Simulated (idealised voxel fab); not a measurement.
Title: Process Module voxel lift off
Displayed cross-section: cut, width of 220 nm, square cells sized 5 nm.
Cross-sections here: square-cell grids, written as top-down lists of bands, a band being one or more rows of cells.
For a band, the entry starts with two heights in nm, that of the top and then that of the bottom, and carries on with the band's materials in order from left to right, each alongside its width in nm; the word "all across" beside a single material means it fills the band edge to edge, and "air" means empty space.
The level at which height equals 0 is the one under which the wafer, as it arrives, is entirely one material. No lower edge exists for the bottom band, which continues downward and is notated as in "0 down".
The two numbers in a width such as "30->40" mark its ends across the band: the first belongs to the top row of cells, the second to the bottom row, and from each row to the next the width moves by the same amount.
It should be understood that the words "no change occurred", when stated for a given step, signify that the cross-section underwent no change in any of its cells during that step.
Look at "Sealed void list" for the closed voids: empty spaces with no open path to the top, sized 8 cells or up. Each is width x height at distance, distance from the left edge, all nm.
The remark found on a step's line after its settings is issued by the simulator itself and pertains to that step.
The "overlay nm" setting may appear on a step's line; for a step that uses a mask, it gives how far to the right of its planned position the mask lay, and a negative value indicates the left.
## The process steps that were planned are listed below
- 1: op RECEIVE | material Si
- 2: op CONFORMAL_DEP | material Al2O3 | thk nm 10
- 3: op PATTERN | tone open | mask id LINES | material resist | width nm 30 | pitch nm 45 | thk nm 25 | overlay nm 0
- 4: op DIRECTIONAL_DEP | material Ru | thk nm 15
- 5: op STRIP | etch materials resist
- 6: op CONFORMAL_DEP | material SiO2 | thk nm 5
## as received, after step 1
* 0 down | Si all across
* Sealed void list: none
## End-of-module XS, first of two wafers, run as planned
* 30 to 25 | air 65; SiO2 40; air 5; SiO2 40; air 70
* 25 to 15 | air 65; SiO2 5; Ru 30; SiO2 5; air 5; SiO2 5; Ru 30; SiO2 5; air 70
* 15 to 10 | SiO2 70; Ru 30; SiO2 15; Ru 30; SiO2 75
* 10 to 0 | Al2O3 all across
* 0 down | Si all across
* Sealed void list: none
## second wafer at the end: like start, like plan, one mistake
* 30 to 15 | air 65; Ru 40; air 5; Ru 40; air 70
* 15 to 10 | Ru all across
* 10 to 0 | Al2O3 all across
* 0 down | Si all across
* Sealed void list: none
Run error: rather than as planned, step 6 actually ran as op CONFORMAL_DEP | material Ru | thk nm 5
In the final state, the cell counts of the second wafer exceed or fall short of those of the first for the following materials: +56 Ru | -56 SiO2
